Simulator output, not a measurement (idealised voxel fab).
voxel capacitor over wiring: a process module
Section cut is 240 nm wide and gridded with 5 nm square cells.
In this document a cross-section is written as a grid of square cells. It is given as a series of bands, listed from the top down, and a band is one or more rows of cells.
The entry gives the band's vertical extent as a top height and a bottom height in nm, then its horizontal make-up as materials from left to right, each with a width in nm. "air" stands for empty space; a single material marked "all across" fills the band edge to edge.
It should be noted that heights are counted from 0, beneath which the wafer as supplied is of one material throughout, and that the lowest band possesses no lower boundary but continues downward, as written in "0 -> down".
The width entry "30 to 40" should be interpreted row by row: the top row of cells in the band takes the first number, the bottom row takes the second number, and the change between adjacent rows is uniform throughout.
"nothing different" after a step means that no cell of the cross-section changed.
So "Sealed void inventory" is basically the list of trapped voids: any empty space of 8 cells or more that can't reach the top through an opening. They're written width x height at distance, the distance being from the left edge, and it's all nm.
Text after the settings on a step's line: the simulator's own remark on that step.
"overlay nm" answers the question of how far to the right of plan the mask lay on a step that has a mask, and when it is negative the answer is to the left.
Each pair of cross-sections that follows straddles one process step: the one shows the state before the step, the other the state after it, down to the lowest band that changed and no further. The step in question, and its settings, are given under the pair. Note that a pair is not necessarily a continuation of the pair above it, since pairs can come from different runs of this module on the same starting wafer; it is a continuation only where its entry headed "Incoming profile" says so.

### Incoming profile
    70 -> 65 = air: 80, then TiN: 55, then air: 105
    65 -> 60 = air: 80, then HfO2: 55, then air: 105
    60 -> 55 = air: 75, then TiN: 65, then air: 100
    55 -> 40 = lowk: 80, then TiN: 5, then Cu: 5, then TiN: 5, then lowk: 145
    40 -> 35 = SiCN: 80, then TiN: 15, then SiCN: 145
    35 -> 30 = SiCN: 75, then TiN: 20, then SiCN: 50, then TiN: 20, then SiCN: 75
    30 -> 0 = SiO2 all across
    0 -> down = Si all across
    Sealed void inventory: none

### Post-Step Section View
    85 -> 70 = SiO2 all across
    70 -> 65 = SiO2: 80, then TiN: 55, then SiO2: 105
    65 -> 60 = SiO2: 80, then HfO2: 55, then SiO2: 105
    60 -> 55 = SiO2: 75, then TiN: 65, then SiO2: 100
    Below 55, the layers are the same as they were.
    Sealed void inventory: none
The process step separating the two cross-sections depicted above is as follows: FILL_DEP | material SiO2 | thk nm 15

Incoming profile: equal to the after panel directly above.

### Post-Step Section View
    80 -> 70 = SiO2 all across
    Below 70, the layers are the same as they were.
    Sealed void inventory: none
The process step separating the two cross-sections depicted above is as follows: CMP | height nm 80

Incoming profile: equal to the after panel directly above.

### Post-Step Section View
    80 -> 70 = SiO2: 90, then air: 15, then SiO2: 135
    Below 70, the layers are the same as they were.
    Sealed void inventory: none
The process step separating the two cross-sections depicted above is as follows: MASKED_ETCH | tone open | mask id PLUG_2 | width nm 15 | etch materials SiO2 | depth nm 10 | overlay nm 0

Incoming profile: equal to the after panel directly above.

### Post-Step Section View
    85 -> 80 = TiN: 95, then air: 5, then TiN: 140
    80 -> 75 = SiO2: 90, then TiN: 5, then air: 5, then TiN: 5, then SiO2: 135
    75 -> 65 = SiO2: 90 to 80, then TiN: 15 to 55, then SiO2: 135 to 105
    Below 65, the layers are the same as they were.
    Sealed void inventory: none
The process step separating the two cross-sections depicted above is as follows: CONFORMAL_DEP | material TiN | thk nm 5

Incoming profile: equal to the after panel directly above.

### Post-Step Section View
    95 -> 85 = Ru all across
    85 -> 80 = TiN: 95, then Ru: 5, then TiN: 140
    80 -> 75 = SiO2: 90, then TiN: 5, then Ru: 5, then TiN: 5, then SiO2: 135
    Below 75, the layers are the same as they were.
    Sealed void inventory: none
The process step separating the two cross-sections depicted above is as follows: FILL_DEP | material Ru | thk nm 10

Incoming profile: equal to the after panel directly above.

### Post-Step Section View
    80 -> 75 = SiO2: 90, then TiN: 5, then Ru: 5, then TiN: 5, then SiO2: 135
    Below 75, the layers are the same as they were.
    Sealed void inventory: none
The process step separating the two cross-sections depicted above is as follows: CMP | height nm 80

Incoming profile: equal to the after panel directly above.

### Post-Step Section View
    85 -> 80 = SiN all across
    Below 80, the layers are the same as they were.
    Sealed void inventory: none
The process step separating the two cross-sections depicted above is as follows: CONFORMAL_DEP | material SiN | thk nm 5

### Incoming profile
    0 -> down = Si all across
    Sealed void inventory: none

### Post-Step Section View
    5 -> 0 = SiCN all across
    Below 0, the layers are the same as they were.
    Sealed void inventory: none
The process step separating the two cross-sections depicted above is as follows: CONFORMAL_DEP | material SiCN | thk nm 5

Incoming profile: equal to the after panel directly above.

### Post-Step Section View
    20 -> 5 = SiO2 all across
    Below 5, the layers are the same as they were.
    Sealed void inventory: none
The process step separating the two cross-sections depicted above is as follows: CONFORMAL_DEP | material SiO2 | thk nm 15

Incoming profile: equal to the after panel directly above.

### Post-Step Section View
    35 -> 20 = lowk all across
    Below 20, the layers are the same as they were.
    Sealed void inventory: none
The process step separating the two cross-sections depicted above is as follows: DIRECTIONAL_DEP | material lowk | thk nm 15

Incoming profile: equal to the after panel directly above.

### Post-Step Section View
    55 -> 35 = resist: 75, then air: 20, then resist: 50, then air: 20, then resist: 75
    Below 35, the layers are the same as they were.
    Sealed void inventory: none
The process step separating the two cross-sections depicted above is as follows: PATTERN | tone open | mask id METAL_1 | material resist | width nm 20 | pitch nm 70 | thk nm 20 | overlay nm 0

Incoming profile: equal to the after panel directly above.

### Post-Step Section View
    55 -> 35 = resist: 75, then air: 20, then resist: 50, then air: 20, then resist: 75
    35 -> 20 = lowk: 75, then air: 20, then lowk: 50, then air: 20, then lowk: 75
    Below 20, the layers are the same as they were.
    Sealed void inventory: none
The process step separating the two cross-sections depicted above is as follows: DIRECTIONAL_ETCH | etch materials lowk | depth nm 15

Incoming profile: equal to the after panel directly above.

### Post-Step Section View
    35 -> 20 = lowk: 75, then air: 20, then lowk: 50, then air: 20, then lowk: 75
    Below 20, the layers are the same as they were.
    Sealed void inventory: none
The process step separating the two cross-sections depicted above is as follows: STRIP | etch materials resist

Incoming profile: equal to the after panel directly above.

### Post-Step Section View
    40 -> 35 = TiN: 80, then air: 10, then TiN: 60, then air: 10, then TiN: 80
    35 -> 25 = lowk: 75, then TiN: 5, then air: 10, then TiN: 5, then lowk: 50, then TiN: 5, then air: 10, then TiN: 5, then lowk: 75
    25 -> 20 = lowk: 75, then TiN: 20, then lowk: 50, then TiN: 20, then lowk: 75
    Below 20, the layers are the same as they were.
    Sealed void inventory: none
The process step separating the two cross-sections depicted above is as follows: CONFORMAL_DEP | material TiN | thk nm 5

Incoming profile: equal to the after panel directly above.

### Post-Step Section View
    50 -> 40 = Cu all across
    40 -> 35 = TiN: 80, then Cu: 10, then TiN: 60, then Cu: 10, then TiN: 80
    35 -> 25 = lowk: 75, then TiN: 5, then Cu: 10, then TiN: 5, then lowk: 50, then TiN: 5, then Cu: 10, then TiN: 5, then lowk: 75
    Below 25, the layers are the same as they were.
    Sealed void inventory: none
The process step separating the two cross-sections depicted above is as follows: FILL_DEP | material Cu | thk nm 10

Incoming profile: equal to the after panel directly above.

### Post-Step Section View
    35 -> 25 = lowk: 75, then TiN: 5, then Cu: 10, then TiN: 5, then lowk: 50, then TiN: 5, then Cu: 10, then TiN: 5, then lowk: 75
    Below 25, the layers are the same as they were.
    Sealed void inventory: none
The process step separating the two cross-sections depicted above is as follows: CMP | height nm 35

Incoming profile: equal to the after panel directly above.

### Post-Step Section View
    40 -> 35 = SiCN all across
    Below 35, the layers are the same as they were.
    Sealed void inventory: none
The process step separating the two cross-sections depicted above is as follows: CONFORMAL_DEP | material SiCN | thk nm 5

Incoming profile: equal to the after panel directly above.

### Post-Step Section View
    55 -> 40 = lowk all across
    Below 40, the layers are the same as they were.
    Sealed void inventory: none
The process step separating the two cross-sections depicted above is as follows: DIRECTIONAL_DEP | material lowk | thk nm 15

Incoming profile: equal to the after panel directly above.

### Post-Step Section View
    55 -> 40 = lowk: 80, then air: 15, then lowk: 145
    Below 40, the layers are the same as they were.
    Sealed void inventory: none
The process step separating the two cross-sections depicted above is as follows: MASKED_ETCH | tone open | mask id PLUG_1 | width nm 15 | etch materials lowk | depth nm 15 | overlay nm 0

Incoming profile: equal to the after panel directly above.

### Post-Step Section View
    55 -> 40 = lowk: 80, then air: 15, then lowk: 145
    40 -> 35 = SiCN: 80, then air: 15, then SiCN: 145
    Below 35, the layers are the same as they were.
    Sealed void inventory: none
The process step separating the two cross-sections depicted above is as follows: MASKED_ETCH | tone open | mask id PLUG_1 | width nm 15 | etch materials SiCN | depth nm 5 | overlay nm 0

Incoming profile: equal to the after panel directly above.

### Post-Step Section View
    60 -> 55 = TiN: 85, then air: 5, then TiN: 150
    55 -> 40 = lowk: 80, then TiN: 5, then air: 5, then TiN: 5, then lowk: 145
    40 -> 35 = SiCN: 80, then TiN: 15, then SiCN: 145
    Below 35, the layers are the same as they were.
    Sealed void inventory: none
The process step separating the two cross-sections depicted above is as follows: CONFORMAL_DEP | material TiN | thk nm 5

Incoming profile: equal to the after panel directly above.

### Post-Step Section View
    70 -> 60 = Cu all across
    60 -> 55 = TiN: 85, then Cu: 5, then TiN: 150
    55 -> 40 = lowk: 80, then TiN: 5, then Cu: 5, then TiN: 5, then lowk: 145
    Below 40, the layers are the same as they were.
    Sealed void inventory: none
The process step separating the two cross-sections depicted above is as follows: FILL_DEP | material Cu | thk nm 10

Incoming profile: equal to the after panel directly above.

### Post-Step Section View
    55 -> 40 = lowk: 80, then TiN: 5, then Cu: 5, then TiN: 5, then lowk: 145
    Below 40, the layers are the same as they were.
    Sealed void inventory: none
The process step separating the two cross-sections depicted above is as follows: CMP | height nm 55

Incoming profile: equal to the after panel directly above.

### Post-Step Section View
    60 -> 55 = TiN all across
    Below 55, the layers are the same as they were.
    Sealed void inventory: none
The process step separating the two cross-sections depicted above is as follows: DIRECTIONAL_DEP | material TiN | thk nm 5

Incoming profile: equal to the after panel directly above.

### Post-Step Section View
    65 -> 60 = HfO2 all across
    Below 60, the layers are the same as they were.
    Sealed void inventory: none
The process step separating the two cross-sections depicted above is as follows: DIRECTIONAL_DEP | material HfO2 | thk nm 5

Incoming profile: equal to the after panel directly above.

### Post-Step Section View
    70 -> 65 = TiN all across
    Below 65, the layers are the same as they were.
    Sealed void inventory: none
The process step separating the two cross-sections depicted above is as follows: DIRECTIONAL_DEP | material TiN | thk nm 5

Incoming profile: equal to the after panel directly above.

### Post-Step Section View
    85 -> 70 = air: 80, then resist: 55, then air: 105
    Below 70, the layers are the same as they were.
    Sealed void inventory: none
The process step separating the two cross-sections depicted above is as follows: PATTERN | tone cover | mask id UPPER_PLATE | material resist | width nm 55 | thk nm 15 | overlay nm 0

Incoming profile: equal to the after panel directly above.

### Post-Step Section View
    85 -> 70 = air: 80, then resist: 55, then air: 105
    70 -> 65 = air: 80, then TiN: 55, then air: 105
    Below 65, the layers are the same as they were.
    Sealed void inventory: none
The process step separating the two cross-sections depicted above is as follows: DIRECTIONAL_ETCH | etch materials TiN | depth nm 5

Incoming profile: equal to the after panel directly above.

### Post-Step Section View
    85 -> 70 = air: 80, then resist: 55, then air: 105
    70 -> 65 = air: 80, then TiN: 55, then air: 105
    65 -> 60 = air: 80, then HfO2: 55, then air: 105
    Below 60, the layers are the same as they were.
    Sealed void inventory: none
The process step separating the two cross-sections depicted above is as follows: DIRECTIONAL_ETCH | etch materials HfO2 | depth nm 5

Incoming profile: equal to the after panel directly above.

### Post-Step Section View
    70 -> 65 = air: 80, then TiN: 55, then air: 105
    Below 65, the layers are the same as they were.
    Sealed void inventory: none
The process step separating the two cross-sections depicted above is as follows: STRIP | etch materials resist

Incoming profile: equal to the after panel directly above.

### Post-Step Section View
    85 -> 75 = air: 80, then aC: 55, then air: 105
    75 -> 70 = aC all across
    70 -> 65 = aC: 80, then TiN: 55, then aC: 105
    65 -> 60 = aC: 80, then HfO2: 55, then aC: 105
    Below 60, the layers are the same as they were.
    Sealed void inventory: none
The process step separating the two cross-sections depicted above is as follows: DIRECTIONAL_DEP | material aC | thk nm 15

Incoming profile: equal to the after panel directly above.

### Post-Step Section View
    115 -> 85 = air: 75, then resist: 65, then air: 100
    85 -> 75 = air: 75, then resist: 5, then aC: 55, then resist: 5, then air: 100
    Below 75, the layers are the same as they were.
    Sealed void inventory: none
The process step separating the two cross-sections depicted above is as follows: PATTERN | tone cover | mask id LOWER_PLATE | material resist | width nm 65 | thk nm 30 | overlay nm 0

Incoming profile: equal to the after panel directly above.

### Post-Step Section View
    100 -> 85 = air: 75, then resist: 65, then air: 100
    85 -> 75 = air: 75, then resist: 5, then aC: 55, then resist: 5, then air: 100
    75 -> 70 = air: 75, then aC: 65, then air: 100
    70 -> 65 = air: 75, then aC: 5, then TiN: 55, then aC: 5, then air: 100
    65 -> 60 = air: 75, then aC: 5, then HfO2: 55, then aC: 5, then air: 100
    Below 60, the layers are the same as they were.
    Sealed void inventory: none
The process step separating the two cross-sections depicted above is as follows: DIRECTIONAL_ETCH | etch materials aC | depth nm 15

Incoming profile: equal to the after panel directly above.

### Post-Step Section View
    85 -> 75 = air: 80, then aC: 55, then air: 105
    Below 75, the layers are the same as they were.
    Sealed void inventory: none
The process step separating the two cross-sections depicted above is as follows: STRIP | etch materials resist

Incoming profile: equal to the after panel directly above.

### Post-Step Section View
    85 -> 75 = air: 80, then aC: 55, then air: 105
    75 -> 70 = air: 75, then aC: 65, then air: 100
    70 -> 65 = air: 75, then aC: 5, then TiN: 55, then aC: 5, then air: 100
    65 -> 60 = air: 75, then aC: 5, then HfO2: 55, then aC: 5, then air: 100
    60 -> 55 = air: 75, then TiN: 65, then air: 100
    Below 55, the layers are the same as they were.
    Sealed void inventory: none
The process step separating the two cross-sections depicted above is as follows: DIRECTIONAL_ETCH | etch materials TiN | depth nm 5

Incoming profile: equal to the after panel directly above.

### Post-Step Section View
    70 -> 65 = air: 80, then TiN: 55, then air: 105
    65 -> 60 = air: 80, then HfO2: 55, then air: 105
    Below 60, the layers are the same as they were.
    Sealed void inventory: none
The process step separating the two cross-sections depicted above is as follows: STRIP | etch materials aC

Incoming profile: equal to the after panel directly above.

### Post-Step Section View
    85 -> 70 = SiO2 all across
    70 -> 65 = SiO2: 80, then TiN: 55, then SiO2: 105
    65 -> 60 = SiO2: 80, then HfO2: 55, then SiO2: 105
    60 -> 55 = SiO2: 75, then TiN: 65, then SiO2: 100
    Below 55, the layers are the same as they were.
    Sealed void inventory: none
The process step separating the two cross-sections depicted above is as follows: FILL_DEP | material SiO2 | thk nm 15

Incoming profile: equal to the after panel directly above.

### Post-Step Section View
    80 -> 70 = SiO2 all across
    Below 70, the layers are the same as they were.
    Sealed void inventory: none
The process step separating the two cross-sections depicted above is as follows: CMP | height nm 80

Incoming profile: equal to the after panel directly above.

### Post-Step Section View
    80 -> 70 = SiO2: 90, then air: 15, then SiO2: 135
    Below 70, the layers are the same as they were.
    Sealed void inventory: none
The process step separating the two cross-sections depicted above is as follows: MASKED_ETCH | tone open | mask id PLUG_2 | width nm 15 | etch materials SiO2 | depth nm 10 | overlay nm 0

Incoming profile: equal to the after panel directly above.

### Post-Step Section View
    85 -> 80 = TiN: 95, then air: 5, then TiN: 140
    80 -> 75 = SiO2: 90, then TiN: 5, then air: 5, then TiN: 5, then SiO2: 135
    75 -> 65 = SiO2: 90 to 80, then TiN: 15 to 55, then SiO2: 135 to 105
    Below 65, the layers are the same as they were.
    Sealed void inventory: none
The process step separating the two cross-sections depicted above is as follows: CONFORMAL_DEP | material TiN | thk nm 5

Incoming profile: equal to the after panel directly above.

### Post-Step Section View
    95 -> 85 = Ru all across
    85 -> 80 = TiN: 95, then Ru: 5, then TiN: 140
    80 -> 75 = SiO2: 90, then TiN: 5, then Ru: 5, then TiN: 5, then SiO2: 135
    Below 75, the layers are the same as they were.
    Sealed void inventory: none
The process step separating the two cross-sections depicted above is as follows: FILL_DEP | material Ru | thk nm 10

Incoming profile: equal to the after panel directly above.

### Post-Step Section View
    80 -> 75 = SiO2: 90, then TiN: 5, then Ru: 5, then TiN: 5, then SiO2: 135
    Below 75, the layers are the same as they were.
    Sealed void inventory: none
The process step separating the two cross-sections depicted above is as follows: CMP | height nm 80

Incoming profile: equal to the after panel directly above.

### Post-Step Section View
    85 -> 80 = SiN all across
    Below 80, the layers are the same as they were.
    Sealed void inventory: none
The process step separating the two cross-sections depicted above is as follows: CONFORMAL_DEP | material SiN | thk nm 5

### Incoming profile
    85 -> 70 = SiO2 all across
    70 -> 65 = SiO2: 80, then TiN: 55, then SiO2: 105
    65 -> 60 = SiO2: 80, then HfO2: 55, then SiO2: 105
    60 -> 55 = SiO2: 75, then TiN: 65, then SiO2: 100
    55 -> 40 = lowk: 80, then TiN: 5, then Cu: 5, then TiN: 5, then lowk: 145
    40 -> 35 = SiCN: 80, then TiN: 15, then SiCN: 145
    35 -> 20 = lowk: 75, then TiN: 5, then Cu: 10, then TiN: 5, then lowk: 50, then TiN: 5, then Cu: 10, then TiN: 5, then lowk: 75
    20 -> 15 = SiCN: 75, then TiN: 20, then SiCN: 50, then TiN: 20, then SiCN: 75
    15 -> 0 = SiO2 all across
    0 -> down = Si all across
    Sealed void inventory: none

### Post-Step Section View
    75 -> 70 = SiO2 all across
    Below 70, the layers are the same as they were.
    Sealed void inventory: none
The process step separating the two cross-sections depicted above is as follows: CMP | height nm 75

Incoming profile: equal to the after panel directly above.

### Post-Step Section View
    75 -> 70 = SiO2: 90, then air: 15, then SiO2: 135
    Below 70, the layers are the same as they were.
    Sealed void inventory: none
The process step separating the two cross-sections depicted above is as follows: MASKED_ETCH | tone open | mask id PLUG_2 | width nm 15 | etch materials SiO2 | depth nm 10 | overlay nm 0

Incoming profile: equal to the after panel directly above.

### Post-Step Section View
    80 -> 75 = TiN: 95, then air: 5, then TiN: 140
    75 -> 65 = SiO2: 90 to 80, then TiN: 15 to 55, then SiO2: 135 to 105
    Below 65, the layers are the same as they were.
    Sealed void inventory: none
The process step separating the two cross-sections depicted above is as follows: CONFORMAL_DEP | material TiN | thk nm 5

Incoming profile: equal to the after panel directly above.

### Post-Step Section View
    90 -> 80 = Ru all across
    80 -> 75 = TiN: 95, then Ru: 5, then TiN: 140
    Below 75, the layers are the same as they were.
    Sealed void inventory: none
The process step separating the two cross-sections depicted above is as follows: FILL_DEP | material Ru | thk nm 10

Incoming profile: equal to the after panel directly above.

### Post-Step Section View
    80 -> 75 = TiN: 95, then Ru: 5, then TiN: 140
    Below 75, the layers are the same as they were.
    Sealed void inventory: none
The process step separating the two cross-sections depicted above is as follows: CMP | height nm 80

Incoming profile: equal to the after panel directly above.

### Post-Step Section View
    85 -> 80 = SiN all across
    Below 80, the layers are the same as they were.
    Sealed void inventory: none
The process step separating the two cross-sections depicted above is as follows: CONFORMAL_DEP | material SiN | thk nm 5

### Incoming profile
    55 -> 40 = lowk all across
    40 -> 35 = SiCN all across
    35 -> 20 = lowk: 75, then TiN: 5, then Cu: 10, then TiN: 5, then lowk: 50, then TiN: 5, then Cu: 10, then TiN: 5, then lowk: 75
    20 -> 15 = SiCN: 75, then TiN: 20, then SiCN: 50, then TiN: 20, then SiCN: 75
    15 -> 0 = SiO2 all across
    0 -> down = Si all across
    Sealed void inventory: none

### Post-Step Section View
    55 -> 40 = lowk: 80, then air: 20, then lowk: 140
    Below 40, the layers are the same as they were.
    Sealed void inventory: none
The process step separating the two cross-sections depicted above is as follows: MASKED_ETCH | tone open | mask id PLUG_1 | width nm 20 | etch materials lowk | depth nm 15 | overlay nm 0

Incoming profile: equal to the after panel directly above.

### Post-Step Section View
    55 -> 40 = lowk: 80, then air: 20, then lowk: 140
    40 -> 35 = SiCN: 80, then air: 15, then SiCN: 145
    Below 35, the layers are the same as they were.
    Sealed void inventory: none
The process step separating the two cross-sections depicted above is as follows: MASKED_ETCH | tone open | mask id PLUG_1 | width nm 15 | etch materials SiCN | depth nm 5 | overlay nm 0

Incoming profile: equal to the after panel directly above.

### Post-Step Section View
    60 -> 55 = TiN: 85, then air: 10, then TiN: 145
    55 -> 45 = lowk: 80, then TiN: 5, then air: 10, then TiN: 5, then lowk: 140
    45 -> 40 = lowk: 80, then TiN: 5, then air: 5, then TiN: 10, then lowk: 140
    40 -> 35 = SiCN: 80, then TiN: 15, then SiCN: 145
    Below 35, the layers are the same as they were.
    Sealed void inventory: none
The process step separating the two cross-sections depicted above is as follows: CONFORMAL_DEP | material TiN | thk nm 5

Incoming profile: equal to the after panel directly above.

### Post-Step Section View
    70 -> 60 = Cu all across
    60 -> 55 = TiN: 85, then Cu: 10, then TiN: 145
    55 -> 45 = lowk: 80, then TiN: 5, then Cu: 10, then TiN: 5, then lowk: 140
    45 -> 40 = lowk: 80, then TiN: 5, then Cu: 5, then TiN: 10, then lowk: 140
    Below 40, the layers are the same as they were.
    Sealed void inventory: none
The process step separating the two cross-sections depicted above is as follows: FILL_DEP | material Cu | thk nm 10

Incoming profile: equal to the after panel directly above.

### Post-Step Section View
    55 -> 45 = lowk: 80, then TiN: 5, then Cu: 10, then TiN: 5, then lowk: 140
    Below 45, the layers are the same as they were.
    Sealed void inventory: none
The process step separating the two cross-sections depicted above is as follows: CMP | height nm 55

Incoming profile: equal to the after panel directly above.

### Post-Step Section View
    60 -> 55 = TiN all across
    Below 55, the layers are the same as they were.
    Sealed void inventory: none
The process step separating the two cross-sections depicted above is as follows: DIRECTIONAL_DEP | material TiN | thk nm 5

Incoming profile: equal to the after panel directly above.

### Post-Step Section View
    65 -> 60 = HfO2 all across
    Below 60, the layers are the same as they were.
    Sealed void inventory: none
The process step separating the two cross-sections depicted above is as follows: DIRECTIONAL_DEP | material HfO2 | thk nm 5

Incoming profile: equal to the after panel directly above.

### Post-Step Section View
    70 -> 65 = TiN all across
    Below 65, the layers are the same as they were.
    Sealed void inventory: none
The process step separating the two cross-sections depicted above is as follows: DIRECTIONAL_DEP | material TiN | thk nm 5

Incoming profile: equal to the after panel directly above.

### Post-Step Section View
    85 -> 70 = air: 80, then resist: 55, then air: 105
    Below 70, the layers are the same as they were.
    Sealed void inventory: none
The process step separating the two cross-sections depicted above is as follows: PATTERN | tone cover | mask id UPPER_PLATE | material resist | width nm 55 | thk nm 15 | overlay nm 0

Incoming profile: equal to the after panel directly above.

### Post-Step Section View
    85 -> 70 = air: 80, then resist: 55, then air: 105
    70 -> 65 = air: 80, then TiN: 55, then air: 105
    Below 65, the layers are the same as they were.
    Sealed void inventory: none
The process step separating the two cross-sections depicted above is as follows: DIRECTIONAL_ETCH | etch materials TiN | depth nm 5

Incoming profile: equal to the after panel directly above.

### Post-Step Section View
    85 -> 70 = air: 80, then resist: 55, then air: 105
    70 -> 65 = air: 80, then TiN: 55, then air: 105
    65 -> 60 = air: 80, then HfO2: 55, then air: 105
    Below 60, the layers are the same as they were.
    Sealed void inventory: none
The process step separating the two cross-sections depicted above is as follows: DIRECTIONAL_ETCH | etch materials HfO2 | depth nm 5

Incoming profile: equal to the after panel directly above.

### Post-Step Section View
    70 -> 65 = air: 80, then TiN: 55, then air: 105
    Below 65, the layers are the same as they were.
    Sealed void inventory: none
The process step separating the two cross-sections depicted above is as follows: STRIP | etch materials resist

Incoming profile: equal to the after panel directly above.

### Post-Step Section View
    85 -> 75 = air: 80, then aC: 55, then air: 105
    75 -> 70 = aC all across
    70 -> 65 = aC: 80, then TiN: 55, then aC: 105
    65 -> 60 = aC: 80, then HfO2: 55, then aC: 105
    Below 60, the layers are the same as they were.
    Sealed void inventory: none
The process step separating the two cross-sections depicted above is as follows: DIRECTIONAL_DEP | material aC | thk nm 15

Incoming profile: equal to the after panel directly above.

### Post-Step Section View
    115 -> 85 = air: 75, then resist: 65, then air: 100
    85 -> 75 = air: 75, then resist: 5, then aC: 55, then resist: 5, then air: 100
    Below 75, the layers are the same as they were.
    Sealed void inventory: none
The process step separating the two cross-sections depicted above is as follows: PATTERN | tone cover | mask id LOWER_PLATE | material resist | width nm 65 | thk nm 30 | overlay nm 0

Incoming profile: equal to the after panel directly above.

### Post-Step Section View
    100 -> 85 = air: 75, then resist: 65, then air: 100
    85 -> 75 = air: 75, then resist: 5, then aC: 55, then resist: 5, then air: 100
    75 -> 70 = air: 75, then aC: 65, then air: 100
    70 -> 65 = air: 75, then aC: 5, then TiN: 55, then aC: 5, then air: 100
    65 -> 60 = air: 75, then aC: 5, then HfO2: 55, then aC: 5, then air: 100
    Below 60, the layers are the same as they were.
    Sealed void inventory: none
The process step separating the two cross-sections depicted above is as follows: DIRECTIONAL_ETCH | etch materials aC | depth nm 15

Incoming profile: equal to the after panel directly above.

### Post-Step Section View
    85 -> 75 = air: 80, then aC: 55, then air: 105
    Below 75, the layers are the same as they were.
    Sealed void inventory: none
The process step separating the two cross-sections depicted above is as follows: STRIP | etch materials resist

Incoming profile: equal to the after panel directly above.

### Post-Step Section View
    85 -> 75 = air: 80, then aC: 55, then air: 105
    75 -> 70 = air: 75, then aC: 65, then air: 100
    70 -> 65 = air: 75, then aC: 5, then TiN: 55, then aC: 5, then air: 100
    65 -> 60 = air: 75, then aC: 5, then HfO2: 55, then aC: 5, then air: 100
    60 -> 55 = air: 75, then TiN: 65, then air: 100
    Below 55, the layers are the same as they were.
    Sealed void inventory: none
The process step separating the two cross-sections depicted above is as follows: DIRECTIONAL_ETCH | etch materials TiN | depth nm 5

Incoming profile: equal to the after panel directly above.

### Post-Step Section View
    70 -> 65 = air: 80, then TiN: 55, then air: 105
    65 -> 60 = air: 80, then HfO2: 55, then air: 105
    Below 60, the layers are the same as they were.
    Sealed void inventory: none
The process step separating the two cross-sections depicted above is as follows: STRIP | etch materials aC

Incoming profile: equal to the after panel directly above.

### Post-Step Section View
    85 -> 70 = SiO2 all across
    70 -> 65 = SiO2: 80, then TiN: 55, then SiO2: 105
    65 -> 60 = SiO2: 80, then HfO2: 55, then SiO2: 105
    60 -> 55 = SiO2: 75, then TiN: 65, then SiO2: 100
    Below 55, the layers are the same as they were.
    Sealed void inventory: none
The process step separating the two cross-sections depicted above is as follows: FILL_DEP | material SiO2 | thk nm 15

Incoming profile: equal to the after panel directly above.

### Post-Step Section View
    80 -> 70 = SiO2 all across
    Below 70, the layers are the same as they were.
    Sealed void inventory: none
The process step separating the two cross-sections depicted above is as follows: CMP | height nm 80

Incoming profile: equal to the after panel directly above.

### Post-Step Section View
    80 -> 70 = SiO2: 90, then air: 15, then SiO2: 135
    Below 70, the layers are the same as they were.
    Sealed void inventory: none
The process step separating the two cross-sections depicted above is as follows: MASKED_ETCH | tone open | mask id PLUG_2 | width nm 15 | etch materials SiO2 | depth nm 10 | overlay nm 0

Incoming profile: equal to the after panel directly above.

### Post-Step Section View
    85 -> 80 = TiN: 95, then air: 5, then TiN: 140
    80 -> 75 = SiO2: 90, then TiN: 5, then air: 5, then TiN: 5, then SiO2: 135
    75 -> 65 = SiO2: 90 to 80, then TiN: 15 to 55, then SiO2: 135 to 105
    Below 65, the layers are the same as they were.
    Sealed void inventory: none
The process step separating the two cross-sections depicted above is as follows: CONFORMAL_DEP | material TiN | thk nm 5

Incoming profile: equal to the after panel directly above.

### Post-Step Section View
    95 -> 85 = Ru all across
    85 -> 80 = TiN: 95, then Ru: 5, then TiN: 140
    80 -> 75 = SiO2: 90, then TiN: 5, then Ru: 5, then TiN: 5, then SiO2: 135
    Below 75, the layers are the same as they were.
    Sealed void inventory: none
The process step separating the two cross-sections depicted above is as follows: FILL_DEP | material Ru | thk nm 10

Incoming profile: equal to the after panel directly above.

### Post-Step Section View
    80 -> 75 = SiO2: 90, then TiN: 5, then Ru: 5, then TiN: 5, then SiO2: 135
    Below 75, the layers are the same as they were.
    Sealed void inventory: none
The process step separating the two cross-sections depicted above is as follows: CMP | height nm 80

Incoming profile: equal to the after panel directly above.

### Post-Step Section View
    85 -> 80 = SiN all across
    Below 80, the layers are the same as they were.
    Sealed void inventory: none
The process step separating the two cross-sections depicted above is as follows: CONFORMAL_DEP | material SiN | thk nm 5

### Incoming profile
    80 -> 70 = SiO2 all across
    70 -> 65 = SiO2: 80, then TiN: 55, then SiO2: 105
    65 -> 60 = SiO2: 80, then HfO2: 55, then SiO2: 105
    60 -> 55 = SiO2: 75, then TiN: 65, then SiO2: 100
    55 -> 40 = lowk: 80, then TiN: 5, then Cu: 5, then TiN: 5, then lowk: 145
    40 -> 35 = SiCN: 80, then TiN: 15, then SiCN: 145
    35 -> 20 = lowk: 75, then TiN: 5, then Cu: 10, then TiN: 5, then lowk: 50, then TiN: 5, then Cu: 10, then TiN: 5, then lowk: 75
    20 -> 15 = SiCN: 75, then TiN: 20, then SiCN: 50, then TiN: 20, then SiCN: 75
    15 -> 0 = SiO2 all across
    0 -> down = Si all across
    Sealed void inventory: none

### Post-Step Section View
    80 -> 70 = SiO2: 100, then air: 15, then SiO2: 125
    Below 70, the layers are the same as they were.
    Sealed void inventory: none
The process step separating the two cross-sections depicted above is as follows: MASKED_ETCH | tone open | mask id PLUG_2 | width nm 15 | etch materials SiO2 | depth nm 10 | overlay nm 10

Incoming profile: equal to the after panel directly above.

### Post-Step Section View
    85 -> 80 = TiN: 105, then air: 5, then TiN: 130
    80 -> 75 = SiO2: 100, then TiN: 5, then air: 5, then TiN: 5, then SiO2: 125
    75 -> 65 = SiO2: 100 to 80, then TiN: 15 to 55, then SiO2: 125 to 105
    Below 65, the layers are the same as they were.
    Sealed void inventory: none
The process step separating the two cross-sections depicted above is as follows: CONFORMAL_DEP | material TiN | thk nm 5

Incoming profile: equal to the after panel directly above.

### Post-Step Section View
    95 -> 85 = Ru all across
    85 -> 80 = TiN: 105, then Ru: 5, then TiN: 130
    80 -> 75 = SiO2: 100, then TiN: 5, then Ru: 5, then TiN: 5, then SiO2: 125
    Below 75, the layers are the same as they were.
    Sealed void inventory: none
The process step separating the two cross-sections depicted above is as follows: FILL_DEP | material Ru | thk nm 10

Incoming profile: equal to the after panel directly above.

### Post-Step Section View
    80 -> 75 = SiO2: 100, then TiN: 5, then Ru: 5, then TiN: 5, then SiO2: 125
    Below 75, the layers are the same as they were.
    Sealed void inventory: none
The process step separating the two cross-sections depicted above is as follows: CMP | height nm 80

Incoming profile: equal to the after panel directly above.

### Post-Step Section View
    85 -> 80 = SiN all across
    Below 80, the layers are the same as they were.
    Sealed void inventory: none
The process step separating the two cross-sections depicted above is as follows: CONFORMAL_DEP | material SiN | thk nm 5
